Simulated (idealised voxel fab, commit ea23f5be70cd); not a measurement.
Process module heading - voxel released beams
Xsec cut, 185 nm wide, square cell size 5 nm.
A cross-section is a grid of square cells, given in bands from the top down. A band is one or more rows of cells.
Top height, bottom height, nm. Materials left to right, width each, nm. Single material + "all across" = fills band edge to edge. "air" = empty.
A quick word on heights: they are counted from 0, and under that level the wafer as it came to us is one material throughout. The lowest band is different from the rest in having no bottom; it simply continues downward, written as in "0 -> down".
The width entry "30..40" should be interpreted row by row: the top row of cells in the band takes the first number, the bottom row takes the second number, and the change between adjacent rows is uniform throughout.
When a step is marked "identical to before", none of the cells in the cross-section changed during that step.
Empty spaces counting at least 8 cells and having no open way to the top are listed in "Closed internal voids". The notation width x height at distance is used for each, the distance being from the left edge and all three values in nm.
What comes after the settings on a step's line is commentary from the simulator itself on that step.
overlay nm: right-of-plan distance of the mask on a masked step; negative values mean left-of-plan.
**Intended process steps**
1) RECEIVE | material Si
2) CONFORMAL_DEP | material SiN | thk nm 5
3) DIRECTIONAL_DEP | material SiO2 | thk nm 15
4) PATTERN | tone open | mask id ANCHOR | material resist | width nm 30 | thk nm 20 | overlay nm 0
5) DIRECTIONAL_ETCH | etch materials SiO2 | depth nm 15
6) STRIP | etch materials resist
7) CONFORMAL_DEP | material TiN | thk nm 10
8) MASKED_ETCH | tone cover | mask id BEAM | width nm 95 | etch materials TiN | depth nm 10 | overlay nm 0
9) STRIP | etch materials SiO2
**Cross-section, incoming material, after step 1**
  0 -> down = Si all across
  Closed internal voids: none
**One mistake in running the module, otherwise start and plan as above: cross-section at the end**
  0 -> down = Si all across
  Closed internal voids: none
Which mistake was made when the wafer was run? so step 2 ended up running with a different setting than we planned, it ran as CONFORMAL_DEP | material SiO2 | thk nm 5
